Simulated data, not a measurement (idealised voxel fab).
Title: Process Module voxel released beams
We display cut, a cross-section 175 nm in width whose square cells are each 5 nm.
Throughout this document, each cross-section is represented as a grid of square cells and is presented as a sequence of bands enumerated from the top downward, where a band comprises one or more rows of cells.
Quick guide to a band line: top height, bottom height (nm) up front; then every material left to right with its width in nm. Only one material and it's marked "everywhere"? Then it fills the band edge to edge. And "empty" just means empty space.
Height datum 0, below which the as-received substrate wafer is one material. Lowest band open at the bottom, running downward: "0 -> down".
When a width is written as two numbers, as in "30 to 40", the first number is the width in the top row of cells of the band and the second is the width in its bottom row, and the width changes by the same amount from each row to the next.
No cell of the cross-section changed in a step that is given as "remains unaltered".
Closed-off voids of 8+ cells (no open route to the top) go in "Closed void entries", written width x height at distance from the left edge, in nm.
after a step's settings: what the simulator itself notes on the step
A step line may carry the setting "overlay nm", which, for steps involving a mask, states the distance by which the mask lay to the right of its intended position; negative values denote displacement to the left.

So here's the lineup of process steps we planned
1 RECEIVE | material Si
2 CONFORMAL_DEP | material SiN | thk nm 5
3 DIRECTIONAL_DEP | material SiO2 | thk nm 15
4 PATTERN | tone open | mask id ANCHOR | material resist | width nm 25 | thk nm 15 | overlay nm 0
5 DIRECTIONAL_ETCH | etch materials SiO2 | depth nm 15
6 STRIP | etch materials resist
7 CONFORMAL_DEP | material TiN | thk nm 10
8 DIRECTIONAL_DEP | material aC | thk nm 15
9 PATTERN | tone cover | mask id BEAM | material resist | width nm 95 | thk nm 30 | overlay nm 0
10 DIRECTIONAL_ETCH | etch materials aC | depth nm 15
11 STRIP | etch materials resist
12 DIRECTIONAL_ETCH | etch materials TiN | depth nm 10
13 STRIP | etch materials aC
14 STRIP | etch materials SiO2

As-received state of the wafer in cross-section, equivalent to post-step 1
    0 -> down  Si everywhere
    Closed void entries: none

Wafer at module end, in section. Began as above, planned as above, run with one mistake
    30 -> 20  empty 35 nm, TiN 20 nm, empty 5 nm, TiN 70 nm, empty 45 nm
    20 -> 15  empty 45 nm, TiN 10 nm, empty 5 nm, TiN 10 nm, empty 105 nm
    15 -> 5  empty 45 nm, TiN 25 nm, empty 105 nm
    5 -> 0  SiN everywhere
    0 -> down  Si everywhere
    Closed void entries: none
In executing the process, a mistake was made relative to the plan: heads up, step 4 didn't go per plan, it actually ran as PATTERN | tone open | mask id ANCHOR | material resist | width nm 25 | thk nm 15 | overlay nm 5
